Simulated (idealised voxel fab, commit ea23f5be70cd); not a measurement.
The process module presented herein is designated voxel released beams.
Displayed cross-section: cut, width of 150 nm, square cells sized 5 nm.
For the purposes of this document, a cross-section shall be understood as a grid of square cells, specified as bands listed in top-to-bottom order, each band consisting of one or more rows of cells.
Each band's line starts with the height of the band's top and of its bottom, in nm. Then come its materials from left to right, each with its width in nm. One material with "throughout" fills the band from edge to edge. "air" is empty space.
Zero point of the height axis is 0; under it, received wafer = one material. Lowest band: continues down indefinitely, "top 0, no bottom".
Think of "30->40" as a width that walks from the first number to the second as you go down the band, top row to bottom row, taking equal-sized steps from row to row.
Take "left unchanged" at face value: in the step it is given for, the cross-section changed in none of its cells.
Enclosed voids (no open way to top), threshold 8 cells or more, entry "Completely sealed voids", notation width x height at distance, distance from left edge, nm.
What comes after the settings on a step's line is commentary from the simulator itself on that step.
The "overlay nm" setting may appear on a step's line; for a step that uses a mask, it gives how far to the right of its planned position the mask lay, and a negative value indicates the left.

## Process steps - plan
1. RECEIVE with material Si
2. CONFORMAL_DEP with material SiN, thk nm 10
3. DIRECTIONAL_DEP with material SiO2, thk nm 20
4. DIRECTIONAL_DEP with material aC, thk nm 15
5. PATTERN with tone open, mask id ANCHOR, material resist, width nm 25, thk nm 30, overlay nm 0
6. DIRECTIONAL_ETCH with etch materials aC, depth nm 15
7. STRIP with etch materials resist
8. DIRECTIONAL_ETCH with etch materials SiO2, depth nm 20
9. STRIP with etch materials aC
10. CONFORMAL_DEP with material TiN, thk nm 10
11. MASKED_ETCH with tone cover, mask id BEAM, width nm 85, etch materials TiN, depth nm 10, overlay nm 0
12. STRIP with etch materials SiO2

## Delivered wafer in cross-section: state after step 1
    top 0, no bottom = Si throughout
    Completely sealed voids: none

## Wafer cross-section at module end: first of two, run to plan
    top 40, bottom 30 = 30 nm air, then 15 nm TiN, then 5 nm air, then 65 nm TiN, then 35 nm air
    top 30, bottom 20 = 35 nm air, then 10 nm TiN, then 5 nm air, then 10 nm TiN, then 90 nm air
    top 20, bottom 10 = 35 nm air, then 25 nm TiN, then 90 nm air
    top 10, bottom 0 = SiN throughout
    top 0, no bottom = Si throughout
    Completely sealed voids: none

## End-of-module cross-section of the second wafer: identical starting point and process plan to the first, with one processing mistake
    top 40, bottom 30 = 25 nm air, then 20 nm TiN, then 5 nm air, then 60 nm TiN, then 40 nm air
    top 30, bottom 20 = 35 nm air, then 10 nm TiN, then 5 nm air, then 10 nm TiN, then 90 nm air
    top 20, bottom 10 = 35 nm air, then 25 nm TiN, then 90 nm air
    top 10, bottom 0 = SiN throughout
    top 0, no bottom = Si throughout
    Completely sealed voids: none
Finding, execution versus plan: step 11 went in with a setting other than planned; the actual run was MASKED_ETCH with tone cover, mask id BEAM, width nm 85, etch materials TiN, depth nm 10, overlay nm -5
Comparing end states, the material composition by cell count is preserved from the first wafer to the second, while the locations of the cells are not.
